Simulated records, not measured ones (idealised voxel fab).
Process module under the name voxel tone inversion
210 nm wide, 5 nm square cells: that's cross-section cut.
In this document a cross-section is written as a grid of square cells. It is given as a series of bands, listed from the top down, and a band is one or more rows of cells. This entry defines a band. It first specifies the height of the band's top and the height of its bottom in nm, and then specifies the band's materials from left to right, stating each material with its width in nm. The word "throughout" identifies a single material that fills the band from edge to edge, while the word "empty" identifies empty space. Height reference: 0 = level under which incoming wafer is all one material. Lowest band: no bottom, runs on downward, e.g. "from 0 down". When a width is written as two numbers, as in "30 to 40", the first number is the width in the top row of cells of the band and the second is the width in its bottom row, and the width changes by the same amount from each row to the next. It should be understood that the words "same as before", when stated for a given step, signify that the cross-section underwent no change in any of its cells during that step. Enclosed voids (no open way to top), threshold 8 cells or more, entry "Voids, sealed", notation width x height at distance, distance from left edge, nm. The remark found on a step's line after its settings is issued by the simulator itself and pertains to that step. overlay nm: for a step with a mask, the amount by which the mask lay right of where it was planned; a negative amount means left of it. Reading guide: pairs of cross-sections, before and after one process step; after view cut off at lowest changed band; step and settings listed under each pair. Pairs may stem from different runs of this module on the same starting wafer; continuity with the pair above only where the "State before" entry states it.
[State before]
    from 0 down  Si throughout
    Voids, sealed: none
[Post-Process View]
    from 10 to 0  SiCN throughout
    At heights below 0, the structure remains unaltered.
    Voids, sealed: none
Between before and after as drawn above: CONFORMAL_DEP with material SiCN, thk nm 10
State before: Please consult the pair immediately above; the cross-section it shows after its step is the state before this step.
[Post-Process View]
    from 25 to 10  polySi throughout
    At heights below 10, the structure remains unaltered.
    Voids, sealed: none
Between before and after as drawn above: DIRECTIONAL_DEP with material polySi, thk nm 15
State before: Please consult the pair immediately above; the cross-section it shows after its step is the state before this step.
[Post-Process View]
    from 50 to 25  empty 80 nm / resist 15 nm / empty 20 nm / resist 15 nm / empty 80 nm
    At heights below 25, the structure remains unaltered.
    Voids, sealed: none
Between before and after as drawn above: PATTERN with tone cover, mask id POSTS, material resist, width nm 15, pitch nm 35, thk nm 25, overlay nm 0
State before: Please consult the pair immediately above; the cross-section it shows after its step is the state before this step.
[Post-Process View]
    from 50 to 25  empty 80 nm / resist 15 nm / empty 20 nm / resist 15 nm / empty 80 nm
    from 25 to 10  empty 80 nm / polySi 15 nm / empty 20 nm / polySi 15 nm / empty 80 nm
    At heights below 10, the structure remains unaltered.
    Voids, sealed: none
Between before and after as drawn above: DIRECTIONAL_ETCH with etch materials polySi, depth nm 15
State before: Please consult the pair immediately above; the cross-section it shows after its step is the state before this step.
[Post-Process View]
    from 25 to 10  empty 80 nm / polySi 15 nm / empty 20 nm / polySi 15 nm / empty 80 nm
    At heights below 10, the structure remains unaltered.
    Voids, sealed: none
Between before and after as drawn above: STRIP with etch materials resist
State before: Please consult the pair immediately above; the cross-section it shows after its step is the state before this step.
[Post-Process View]
    from 35 to 25  lowk throughout
    from 25 to 10  lowk 80 nm / polySi 15 nm / lowk 20 nm / polySi 15 nm / lowk 80 nm
    At heights below 10, the structure remains unaltered.
    Voids, sealed: none
Between before and after as drawn above: FILL_DEP with material lowk, thk nm 10
State before: Please consult the pair immediately above; the cross-section it shows after its step is the state before this step.
[Post-Process View]
    from 25 to 10  lowk 80 nm / polySi 15 nm / lowk 20 nm / polySi 15 nm / lowk 80 nm
    At heights below 10, the structure remains unaltered.
    Voids, sealed: none
Between before and after as drawn above: CMP with height nm 25
State before: Please consult the pair immediately above; the cross-section it shows after its step is the state before this step.
[Post-Process View]
    from 25 to 10  lowk 80 nm / empty 15 nm / lowk 20 nm / empty 15 nm / lowk 80 nm
    At heights below 10, the structure remains unaltered.
    Voids, sealed: none
Between before and after as drawn above: STRIP with etch materials polySi
State before: Please consult the pair immediately above; the cross-section it shows after its step is the state before this step.
[Post-Process View]
    from 30 to 25  TiN 85 nm / empty 5 nm / TiN 30 nm / empty 5 nm / TiN 85 nm
    from 25 to 15  lowk 80 nm / TiN 5 nm / empty 5 nm / TiN 5 nm / lowk 20 nm / TiN 5 nm / empty 5 nm / TiN 5 nm / lowk 80 nm
    from 15 to 10  lowk 80 nm / TiN 15 nm / lowk 20 nm / TiN 15 nm / lowk 80 nm
    At heights below 10, the structure remains unaltered.
    Voids, sealed: none
Between before and after as drawn above: CONFORMAL_DEP with material TiN, thk nm 5
State before: Please consult the pair immediately above; the cross-section it shows after its step is the state before this step.
[Post-Process View]
    from 35 to 30  W throughout
    from 30 to 25  TiN 85 nm / W 5 nm / TiN 30 nm / W 5 nm / TiN 85 nm
    from 25 to 15  lowk 80 nm / TiN 5 nm / W 5 nm / TiN 5 nm / lowk 20 nm / TiN 5 nm / W 5 nm / TiN 5 nm / lowk 80 nm
    At heights below 15, the structure remains unaltered.
    Voids, sealed: none
Between before and after as drawn above: FILL_DEP with material W, thk nm 5
State before: Please consult the pair immediately above; the cross-section it shows after its step is the state before this step.
[Post-Process View]
    from 25 to 15  lowk 80 nm / TiN 5 nm / W 5 nm / TiN 5 nm / lowk 20 nm / TiN 5 nm / W 5 nm / TiN 5 nm / lowk 80 nm
    At heights below 15, the structure remains unaltered.
    Voids, sealed: none
Between before and after as drawn above: CMP with height nm 25
State before: Please consult the pair immediately above; the cross-section it shows after its step is the state before this step.
[Post-Process View]
    from 30 to 25  SiCN throughout
    At heights below 25, the structure remains unaltered.
    Voids, sealed: none
Between before and after as drawn above: CONFORMAL_DEP with material SiCN, thk nm 5
[State before]
    from 0 down  Si throughout
    Voids, sealed: none
[Post-Process View]
    from 15 to 0  polySi throughout
    At heights below 0, the structure remains unaltered.
    Voids, sealed: none
Between before and after as drawn above: DIRECTIONAL_DEP with material polySi, thk nm 15
State before: Please consult the pair immediately above; the cross-section it shows after its step is the state before this step.
[Post-Process View]
    from 40 to 15  empty 80 nm / resist 15 nm / empty 20 nm / resist 15 nm / empty 80 nm
    At heights below 15, the structure remains unaltered.
    Voids, sealed: none
Between before and after as drawn above: PATTERN with tone cover, mask id POSTS, material resist, width nm 15, pitch nm 35, thk nm 25, overlay nm 0
State before: Please consult the pair immediately above; the cross-section it shows after its step is the state before this step.
[Post-Process View]
    from 40 to 15  empty 80 nm / resist 15 nm / empty 20 nm / resist 15 nm / empty 80 nm
    from 15 to 0  empty 80 nm / polySi 15 nm / empty 20 nm / polySi 15 nm / empty 80 nm
    At heights below 0, the structure remains unaltered.
    Voids, sealed: none
Between before and after as drawn above: DIRECTIONAL_ETCH with etch materials polySi, depth nm 15
State before: Please consult the pair immediately above; the cross-section it shows after its step is the state before this step.
[Post-Process View]
    from 15 to 0  empty 80 nm / polySi 15 nm / empty 20 nm / polySi 15 nm / empty 80 nm
    At heights below 0, the structure remains unaltered.
    Voids, sealed: none
Between before and after as drawn above: STRIP with etch materials resist
State before: Please consult the pair immediately above; the cross-section it shows after its step is the state before this step.
[Post-Process View]
    from 25 to 15  lowk throughout
    from 15 to 0  lowk 80 nm / polySi 15 nm / lowk 20 nm / polySi 15 nm / lowk 80 nm
    At heights below 0, the structure remains unaltered.
    Voids, sealed: none
Between before and after as drawn above: FILL_DEP with material lowk, thk nm 10
State before: Please consult the pair immediately above; the cross-section it shows after its step is the state before this step.
[Post-Process View]
    from 30 to 25  TiN throughout
    At heights below 25, the structure remains unaltered.
    Voids, sealed: none
Between before and after as drawn above: CONFORMAL_DEP with material TiN, thk nm 5
State before: Please consult the pair immediately above; the cross-section it shows after its step is the state before this step.
[Post-Process View]
    from 35 to 30  W throughout
    At heights below 30, the structure remains unaltered.
    Voids, sealed: none
Between before and after as drawn above: FILL_DEP with material W, thk nm 5
State before: Please consult the pair immediately above; the cross-section it shows after its step is the state before this step.
[Post-Process View]
    from 25 to 15  lowk throughout
    At heights below 15, the structure remains unaltered.
    Voids, sealed: none
Between before and after as drawn above: CMP with height nm 25
State before: Please consult the pair immediately above; the cross-section it shows after its step is the state before this step.
[Post-Process View]
    from 30 to 25  SiCN throughout
    At heights below 25, the structure remains unaltered.
    Voids, sealed: none
Between before and after as drawn above: CONFORMAL_DEP with material SiCN, thk nm 5
[State before]
    from 15 to 0  polySi throughout
    from 0 down  Si throughout
    Voids, sealed: none
[Post-Process View]
    from 25 to 15  SiCN throughout
    At heights below 15, the structure remains unaltered.
    Voids, sealed: none
Between before and after as drawn above: CONFORMAL_DEP with material SiCN, thk nm 10
State before: Please consult the pair immediately above; the cross-section it shows after its step is the state before this step.
[Post-Process View]
    from 50 to 25  empty 80 nm / resist 15 nm / empty 20 nm / resist 15 nm / empty 80 nm
    At heights below 25, the structure remains unaltered.
    Voids, sealed: none
Between before and after as drawn above: PATTERN with tone cover, mask id POSTS, material resist, width nm 15, pitch nm 35, thk nm 25, overlay nm 0
State before: Please consult the pair immediately above; the cross-section it shows after its step is the state before this step.
[Post-Process View]
    from 25 to 15  SiCN throughout
    At heights below 15, the structure remains unaltered.
    Voids, sealed: none
Between before and after as drawn above: STRIP with etch materials resist
State before: Please consult the pair immediately above; the cross-section it shows after its step is the state before this step.
[Post-Process View]
    from 35 to 25  lowk throughout
    At heights below 25, the structure remains unaltered.
    Voids, sealed: none
Between before and after as drawn above: FILL_DEP with material lowk, thk nm 10
State before: Please consult the pair immediately above; the cross-section it shows after its step is the state before this step.
[Post-Process View]
    from 25 to 15  SiCN throughout
    At heights below 15, the structure remains unaltered.
    Voids, sealed: none
Between before and after as drawn above: CMP with height nm 25
State before: Please consult the pair immediately above; the cross-section it shows after its step is the state before this step.
[Post-Process View]
    from 30 to 25  TiN throughout
    At heights below 25, the structure remains unaltered.
    Voids, sealed: none
Between before and after as drawn above: CONFORMAL_DEP with material TiN, thk nm 5
State before: Please consult the pair immediately above; the cross-section it shows after its step is the state before this step.
[Post-Process View]
    from 35 to 30  W throughout
    At heights below 30, the structure remains unaltered.
    Voids, sealed: none
Between before and after as drawn above: FILL_DEP with material W, thk nm 5
State before: Please consult the pair immediately above; the cross-section it shows after its step is the state before this step.
[Post-Process View]
    from 25 to 15  SiCN throughout
    At heights below 15, the structure remains unaltered.
    Voids, sealed: none
Between before and after as drawn above: CMP with height nm 25
State before: Please consult the pair immediately above; the cross-section it shows after its step is the state before this step.
[Post-Process View]
    from 30 to 15  SiCN throughout
    At heights below 15, the structure remains unaltered.
    Voids, sealed: none
Between before and after as drawn above: CONFORMAL_DEP with material SiCN, thk nm 5
[State before]
    from 0 down  Si throughout
    Voids, sealed: none
[Post-Process View]
    from 15 to 0  SiCN throughout
    At heights below 0, the structure remains unaltered.
    Voids, sealed: none
Between before and after as drawn above: CONFORMAL_DEP with material SiCN, thk nm 15
State before: Please consult the pair immediately above; the cross-section it shows after its step is the state before this step.
[Post-Process View]
    from 30 to 15  polySi throughout
    At heights below 15, the structure remains unaltered.
    Voids, sealed: none
Between before and after as drawn above: DIRECTIONAL_DEP with material polySi, thk nm 15
State before: Please consult the pair immediately above; the cross-section it shows after its step is the state before this step.
[Post-Process View]
    from 55 to 30  empty 80 nm / resist 15 nm / empty 20 nm / resist 15 nm / empty 80 nm
    At heights below 30, the structure remains unaltered.
    Voids, sealed: none
Between before and after as drawn above: PATTERN with tone cover, mask id POSTS, material resist, width nm 15, pitch nm 35, thk nm 25, overlay nm 0
State before: Please consult the pair immediately above; the cross-section it shows after its step is the state before this step.
[Post-Process View]
    from 55 to 30  empty 80 nm / resist 15 nm / empty 20 nm / resist 15 nm / empty 80 nm
    from 30 to 15  empty 80 nm / polySi 15 nm / empty 20 nm / polySi 15 nm / empty 80 nm
    At heights below 15, the structure remains unaltered.
    Voids, sealed: none
Between before and after as drawn above: DIRECTIONAL_ETCH with etch materials polySi, depth nm 15
State before: Please consult the pair immediately above; the cross-section it shows after its step is the state before this step.
[Post-Process View]
    from 30 to 15  empty 80 nm / polySi 15 nm / empty 20 nm / polySi 15 nm / empty 80 nm
    At heights below 15, the structure remains unaltered.
    Voids, sealed: none
Between before and after as drawn above: STRIP with etch materials resist
State before: Please consult the pair immediately above; the cross-section it shows after its step is the state before this step.
[Post-Process View]
    from 40 to 30  lowk throughout
    from 30 to 15  lowk 80 nm / polySi 15 nm / lowk 20 nm / polySi 15 nm / lowk 80 nm
    At heights below 15, the structure remains unaltered.
    Voids, sealed: none
Between before and after as drawn above: FILL_DEP with material lowk, thk nm 10
State before: Please consult the pair immediately above; the cross-section it shows after its step is the state before this step.
[Post-Process View]
    from 25 to 15  lowk 80 nm / polySi 15 nm / lowk 20 nm / polySi 15 nm / lowk 80 nm
    At heights below 15, the structure remains unaltered.
    Voids, sealed: none
Between before and after as drawn above: CMP with height nm 25
State before: Please consult the pair immediately above; the cross-section it shows after its step is the state before this step.
[Post-Process View]
    from 25 to 15  lowk 80 nm / empty 15 nm / lowk 20 nm / empty 15 nm / lowk 80 nm
    At heights below 15, the structure remains unaltered.
    Voids, sealed: none
Between before and after as drawn above: STRIP with etch materials polySi
State before: Please consult the pair immediately above; the cross-section it shows after its step is the state before this step.
[Post-Process View]
    from 30 to 25  TiN 85 nm / empty 5 nm / TiN 30 nm / empty 5 nm / TiN 85 nm
    from 25 to 20  lowk 80 nm / TiN 5 nm / empty 5 nm / TiN 5 nm / lowk 20 nm / TiN 5 nm / empty 5 nm / TiN 5 nm / lowk 80 nm
    from 20 to 15  lowk 80 nm / TiN 15 nm / lowk 20 nm / TiN 15 nm / lowk 80 nm
    At heights below 15, the structure remains unaltered.
    Voids, sealed: none
Between before and after as drawn above: CONFORMAL_DEP with material TiN, thk nm 5
State before: Please consult the pair immediately above; the cross-section it shows after its step is the state before this step.
[Post-Process View]
    from 35 to 30  W throughout
    from 30 to 25  TiN 85 nm / W 5 nm / TiN 30 nm / W 5 nm / TiN 85 nm
    from 25 to 20  lowk 80 nm / TiN 5 nm / W 5 nm / TiN 5 nm / lowk 20 nm / TiN 5 nm / W 5 nm / TiN 5 nm / lowk 80 nm
    At heights below 20, the structure remains unaltered.
    Voids, sealed: none
Between before and after as drawn above: FILL_DEP with material W, thk nm 5
State before: Please consult the pair immediately above; the cross-section it shows after its step is the state before this step.
[Post-Process View]
    from 25 to 20  lowk 80 nm / TiN 5 nm / W 5 nm / TiN 5 nm / lowk 20 nm / TiN 5 nm / W 5 nm / TiN 5 nm / lowk 80 nm
    At heights below 20, the structure remains unaltered.
    Voids, sealed: none
Between before and after as drawn above: CMP with height nm 25
State before: Please consult the pair immediately above; the cross-section it shows after its step is the state before this step.
[Post-Process View]
    from 30 to 25  SiCN throughout
    At heights below 25, the structure remains unaltered.
    Voids, sealed: none
Between before and after as drawn above: CONFORMAL_DEP with material SiCN, thk nm 5
[State before]
    from 25 to 10  polySi throughout
    from 10 to 0  SiCN throughout
    from 0 down  Si throughout
    Voids, sealed: none
[Post-Process View]
    from 50 to 25  empty 80 nm / resist 20 nm / empty 15 nm / resist 20 nm / empty 75 nm
    At heights below 25, the structure remains unaltered.
    Voids, sealed: none
Between before and after as drawn above: PATTERN with tone cover, mask id POSTS, material resist, width nm 20, pitch nm 35, thk nm 25, overlay nm 0
State before: Please consult the pair immediately above; the cross-section it shows after its step is the state before this step.
[Post-Process View]
    from 50 to 25  empty 80 nm / resist 20 nm / empty 15 nm / resist 20 nm / empty 75 nm
    from 25 to 10  empty 80 nm / polySi 20 nm / empty 15 nm / polySi 20 nm / empty 75 nm
    At heights below 10, the structure remains unaltered.
    Voids, sealed: none
Between before and after as drawn above: DIRECTIONAL_ETCH with etch materials polySi, depth nm 15
State before: Please consult the pair immediately above; the cross-section it shows after its step is the state before this step.
[Post-Process View]
    from 25 to 10  empty 80 nm / polySi 20 nm / empty 15 nm / polySi 20 nm / empty 75 nm
    At heights below 10, the structure remains unaltered.
    Voids, sealed: none
Between before and after as drawn above: STRIP with etch materials resist
State before: Please consult the pair immediately above; the cross-section it shows after its step is the state before this step.
[Post-Process View]
    from 35 to 25  lowk throughout
    from 25 to 10  lowk 80 nm / polySi 20 nm / lowk 15 nm / polySi 20 nm / lowk 75 nm
    At heights below 10, the structure remains unaltered.
    Voids, sealed: none
Between before and after as drawn above: FILL_DEP with material lowk, thk nm 10
State before: Please consult the pair immediately above; the cross-section it shows after its step is the state before this step.
[Post-Process View]
    from 25 to 10  lowk 80 nm / polySi 20 nm / lowk 15 nm / polySi 20 nm / lowk 75 nm
    At heights below 10, the structure remains unaltered.
    Voids, sealed: none
Between before and after as drawn above: CMP with height nm 25
State before: Please consult the pair immediately above; the cross-section it shows after its step is the state before this step.
[Post-Process View]
    from 25 to 10  lowk 80 nm / empty 20 nm / lowk 15 nm / empty 20 nm / lowk 75 nm
    At heights below 10, the structure remains unaltered.
    Voids, sealed: none
Between before and after as drawn above: STRIP with etch materials polySi
State before: Please consult the pair immediately above; the cross-section it shows after its step is the state before this step.
[Post-Process View]
    from 30 to 25  TiN 85 nm / empty 10 nm / TiN 25 nm / empty 10 nm / TiN 80 nm
    from 25 to 15  lowk 80 nm / TiN 5 nm / empty 10 nm / TiN 5 nm / lowk 15 nm / TiN 5 nm / empty 10 nm / TiN 5 nm / lowk 75 nm
    from 15 to 10  lowk 80 nm / TiN 20 nm / lowk 15 nm / TiN 20 nm / lowk 75 nm
    At heights below 10, the structure remains unaltered.
    Voids, sealed: none
Between before and after as drawn above: CONFORMAL_DEP with material TiN, thk nm 5
State before: Please consult the pair immediately above; the cross-section it shows after its step is the state before this step.
[Post-Process View]
    from 35 to 30  W throughout
    from 30 to 25  TiN 85 nm / W 10 nm / TiN 25 nm / W 10 nm / TiN 80 nm
    from 25 to 15  lowk 80 nm / TiN 5 nm / W 10 nm / TiN 5 nm / lowk 15 nm / TiN 5 nm / W 10 nm / TiN 5 nm / lowk 75 nm
    At heights below 15, the structure remains unaltered.
    Voids, sealed: none
Between before and after as drawn above: FILL_DEP with material W, thk nm 5
State before: Please consult the pair immediately above; the cross-section it shows after its step is the state before this step.
[Post-Process View]
    from 25 to 15  lowk 80 nm / TiN 5 nm / W 10 nm / TiN 5 nm / lowk 15 nm / TiN 5 nm / W 10 nm / TiN 5 nm / lowk 75 nm
    At heights below 15, the structure remains unaltered.
    Voids, sealed: none
Between before and after as drawn above: CMP with height nm 25
State before: Please consult the pair immediately above; the cross-section it shows after its step is the state before this step.
[Post-Process View]
    from 30 to 25  SiCN throughout
    At heights below 25, the structure remains unaltered.
    Voids, sealed: none
Between before and after as drawn above: CONFORMAL_DEP with material SiCN, thk nm 5
[State before]
    from 25 to 10  polySi throughout
    from 10 to 0  SiCN throughout
    from 0 down  Si throughout
    Voids, sealed: none
[Post-Process View]
    from 50 to 25  empty 70 nm / resist 15 nm / empty 20 nm / resist 15 nm / empty 90 nm
    At heights below 25, the structure remains unaltered.
    Voids, sealed: none
Between before and after as drawn above: PATTERN with tone cover, mask id POSTS, material resist, width nm 15, pitch nm 35, thk nm 25, overlay nm -10
State before: Please consult the pair immediately above; the cross-section it shows after its step is the state before this step.
[Post-Process View]
    from 50 to 25  empty 70 nm / resist 15 nm / empty 20 nm / resist 15 nm / empty 90 nm
    from 25 to 10  empty 70 nm / polySi 15 nm / empty 20 nm / polySi 15 nm / empty 90 nm
    At heights below 10, the structure remains unaltered.
    Voids, sealed: none
Between before and after as drawn above: DIRECTIONAL_ETCH with etch materials polySi, depth nm 15
State before: Please consult the pair immediately above; the cross-section it shows after its step is the state before this step.
[Post-Process View]
    from 25 to 10  empty 70 nm / polySi 15 nm / empty 20 nm / polySi 15 nm / empty 90 nm
    At heights below 10, the structure remains unaltered.
    Voids, sealed: none
Between before and after as drawn above: STRIP with etch materials resist
State before: Please consult the pair immediately above; the cross-section it shows after its step is the state before this step.
[Post-Process View]
    from 35 to 25  lowk throughout
    from 25 to 10  lowk 70 nm / polySi 15 nm / lowk 20 nm / polySi 15 nm / lowk 90 nm
    At heights below 10, the structure remains unaltered.
    Voids, sealed: none
Between before and after as drawn above: FILL_DEP with material lowk, thk nm 10
State before: Please consult the pair immediately above; the cross-section it shows after its step is the state before this step.
[Post-Process View]
    from 25 to 10  lowk 70 nm / polySi 15 nm / lowk 20 nm / polySi 15 nm / lowk 90 nm
    At heights below 10, the structure remains unaltered.
    Voids, sealed: none
Between before and after as drawn above: CMP with height nm 25
State before: Please consult the pair immediately above; the cross-section it shows after its step is the state before this step.
[Post-Process View]
    from 25 to 10  lowk 70 nm / empty 15 nm / lowk 20 nm / empty 15 nm / lowk 90 nm
    At heights below 10, the structure remains unaltered.
    Voids, sealed: none
Between before and after as drawn above: STRIP with etch materials polySi
State before: Please consult the pair immediately above; the cross-section it shows after its step is the state before this step.
[Post-Process View]
    from 30 to 25  TiN 75 nm / empty 5 nm / TiN 30 nm / empty 5 nm / TiN 95 nm
    from 25 to 15  lowk 70 nm / TiN 5 nm / empty 5 nm / TiN 5 nm / lowk 20 nm / TiN 5 nm / empty 5 nm / TiN 5 nm / lowk 90 nm
    from 15 to 10  lowk 70 nm / TiN 15 nm / lowk 20 nm / TiN 15 nm / lowk 90 nm
    At heights below 10, the structure remains unaltered.
    Voids, sealed: none
Between before and after as drawn above: CONFORMAL_DEP with material TiN, thk nm 5
State before: Please consult the pair immediately above; the cross-section it shows after its step is the state before this step.
[Post-Process View]
    from 35 to 30  W throughout
    from 30 to 25  TiN 75 nm / W 5 nm / TiN 30 nm / W 5 nm / TiN 95 nm
    from 25 to 15  lowk 70 nm / TiN 5 nm / W 5 nm / TiN 5 nm / lowk 20 nm / TiN 5 nm / W 5 nm / TiN 5 nm / lowk 90 nm
    At heights below 15, the structure remains unaltered.
    Voids, sealed: none
Between before and after as drawn above: FILL_DEP with material W, thk nm 5
State before: Please consult the pair immediately above; the cross-section it shows after its step is the state before this step.
[Post-Process View]
    from 25 to 15  lowk 70 nm / TiN 5 nm / W 5 nm / TiN 5 nm / lowk 20 nm / TiN 5 nm / W 5 nm / TiN 5 nm / lowk 90 nm
    At heights below 15, the structure remains unaltered.
    Voids, sealed: none
Between before and after as drawn above: CMP with height nm 25
State before: Please consult the pair immediately above; the cross-section it shows after its step is the state before this step.
[Post-Process View]
    from 30 to 25  SiCN throughout
    At heights below 25, the structure remains unaltered.
    Voids, sealed: none
Between before and after as drawn above: CONFORMAL_DEP with material SiCN, thk nm 5
[State before]
    from 10 to 0  SiCN throughout
    from 0 down  Si throughout
    Voids, sealed: none
[Post-Process View]
    from 25 to 0  SiCN throughout
    At heights below 0, the structure remains unaltered.
    Voids, sealed: none
Between before and after as drawn above: DIRECTIONAL_DEP with material SiCN, thk nm 15
State before: Please consult the pair immediately above; the cross-section it shows after its step is the state before this step.
[Post-Process View]
    from 50 to 25  empty 80 nm / resist 15 nm / empty 20 nm / resist 15 nm / empty 80 nm
    At heights below 25, the structure remains unaltered.
    Voids, sealed: none
Between before and after as drawn above: PATTERN with tone cover, mask id POSTS, material resist, width nm 15, pitch nm 35, thk nm 25, overlay nm 0
State before: Please consult the pair immediately above; the cross-section it shows after its step is the state before this step.
[Post-Process View]
    from 25 to 0  SiCN throughout
    At heights below 0, the structure remains unaltered.
    Voids, sealed: none
Between before and after as drawn above: STRIP with etch materials resist
State before: Please consult the pair immediately above; the cross-section it shows after its step is the state before this step.
[Post-Process View]
    from 35 to 25  lowk throughout
    At heights below 25, the structure remains unaltered.
    Voids, sealed: none
Between before and after as drawn above: FILL_DEP with material lowk, thk nm 10
State before: Please consult the pair immediately above; the cross-section it shows after its step is the state before this step.
[Post-Process View]
    from 25 to 0  SiCN throughout
    At heights below 0, the structure remains unaltered.
    Voids, sealed: none
Between before and after as drawn above: CMP with height nm 25
State before: Please consult the pair immediately above; the cross-section it shows after its step is the state before this step.
[Post-Process View]
    from 30 to 25  TiN throughout
    At heights below 25, the structure remains unaltered.
    Voids, sealed: none
Between before and after as drawn above: CONFORMAL_DEP with material TiN, thk nm 5
State before: Please consult the pair immediately above; the cross-section it shows after its step is the state before this step.
[Post-Process View]
    from 35 to 30  W throughout
    At heights below 30, the structure remains unaltered.
    Voids, sealed: none
Between before and after as drawn above: FILL_DEP with material W, thk nm 5
State before: Please consult the pair immediately above; the cross-section it shows after its step is the state before this step.
[Post-Process View]
    from 25 to 0  SiCN throughout
    At heights below 0, the structure remains unaltered.
    Voids, sealed: none
Between before and after as drawn above: CMP with height nm 25
State before: Please consult the pair immediately above; the cross-section it shows after its step is the state before this step.
[Post-Process View]
    from 30 to 0  SiCN throughout
    At heights below 0, the structure remains unaltered.
    Voids, sealed: none
Between before and after as drawn above: CONFORMAL_DEP with material SiCN, thk nm 5
[State before]
    from 25 to 10  polySi throughout
    from 10 to 0  SiCN throughout
    from 0 down  Si throughout
    Voids, sealed: none
[Post-Process View]
    from 50 to 25  resist 80 nm / empty 15 nm / resist 20 nm / empty 15 nm / resist 80 nm
    At heights below 25, the structure remains unaltered.
    Voids, sealed: none
Between before and after as drawn above: PATTERN with tone open, mask id POSTS, material resist, width nm 15, pitch nm 35, thk nm 25, overlay nm 0
State before: Please consult the pair immediately above; the cross-section it shows after its step is the state before this step.
[Post-Process View]
    from 50 to 25  resist 80 nm / empty 15 nm / resist 20 nm / empty 15 nm / resist 80 nm
    from 25 to 10  polySi 80 nm / empty 15 nm / polySi 20 nm / empty 15 nm / polySi 80 nm
    At heights below 10, the structure remains unaltered.
    Voids, sealed: none
Between before and after as drawn above: DIRECTIONAL_ETCH with etch materials polySi, depth nm 15
State before: Please consult the pair immediately above; the cross-section it shows after its step is the state before this step.
[Post-Process View]
    from 25 to 10  polySi 80 nm / empty 15 nm / polySi 20 nm / empty 15 nm / polySi 80 nm
    At heights below 10, the structure remains unaltered.
    Voids, sealed: none
Between before and after as drawn above: STRIP with etch materials resist
State before: Please consult the pair immediately above; the cross-section it shows after its step is the state before this step.
[Post-Process View]
    from 35 to 25  lowk throughout
    from 25 to 10  polySi 80 nm / lowk 15 nm / polySi 20 nm / lowk 15 nm / polySi 80 nm
    At heights below 10, the structure remains unaltered.
    Voids, sealed: none
Between before and after as drawn above: FILL_DEP with material lowk, thk nm 10
State before: Please consult the pair immediately above; the cross-section it shows after its step is the state before this step.
[Post-Process View]
    from 25 to 10  polySi 80 nm / lowk 15 nm / polySi 20 nm / lowk 15 nm / polySi 80 nm
    At heights below 10, the structure remains unaltered.
    Voids, sealed: none
Between before and after as drawn above: CMP with height nm 25
State before: Please consult the pair immediately above; the cross-section it shows after its step is the state before this step.
[Post-Process View]
    from 25 to 10  empty 80 nm / lowk 15 nm / empty 20 nm / lowk 15 nm / empty 80 nm
    At heights below 10, the structure remains unaltered.
    Voids, sealed: none
Between before and after as drawn above: STRIP with etch materials polySi
State before: Please consult the pair immediately above; the cross-section it shows after its step is the state before this step.
[Post-Process View]
    from 30 to 25  empty 75 nm / TiN 25 nm / empty 10 nm / TiN 25 nm / empty 75 nm
    from 25 to 15  empty 75 nm / TiN 5 nm / lowk 15 nm / TiN 5 nm / empty 10 nm / TiN 5 nm / lowk 15 nm / TiN 5 nm / empty 75 nm
    from 15 to 10  TiN 80 nm / lowk 15 nm / TiN 20 nm / lowk 15 nm / TiN 80 nm
    At heights below 10, the structure remains unaltered.
    Voids, sealed: none
Between before and after as drawn above: CONFORMAL_DEP with material TiN, thk nm 5
State before: Please consult the pair immediately above; the cross-section it shows after its step is the state before this step.
[Post-Process View]
    from 35 to 30  W throughout
    from 30 to 25  W 75 nm / TiN 25 nm / W 10 nm / TiN 25 nm / W 75 nm
    from 25 to 15  W 75 nm / TiN 5 nm / lowk 15 nm / TiN 5 nm / W 10 nm / TiN 5 nm / lowk 15 nm / TiN 5 nm / W 75 nm
    At heights below 15, the structure remains unaltered.
    Voids, sealed: none
Between before and after as drawn above: FILL_DEP with material W, thk nm 5
State before: Please consult the pair immediately above; the cross-section it shows after its step is the state before this step.
[Post-Process View]
    from 25 to 15  W 75 nm / TiN 5 nm / lowk 15 nm / TiN 5 nm / W 10 nm / TiN 5 nm / lowk 15 nm / TiN 5 nm / W 75 nm
    At heights below 15, the structure remains unaltered.
    Voids, sealed: none
Between before and after as drawn above: CMP with height nm 25
State before: Please consult the pair immediately above; the cross-section it shows after its step is the state before this step.
[Post-Process View]
    from 30 to 25  SiCN throughout
    At heights below 25, the structure remains unaltered.
    Voids, sealed: none
Between before and after as drawn above: CONFORMAL_DEP with material SiCN, thk nm 5
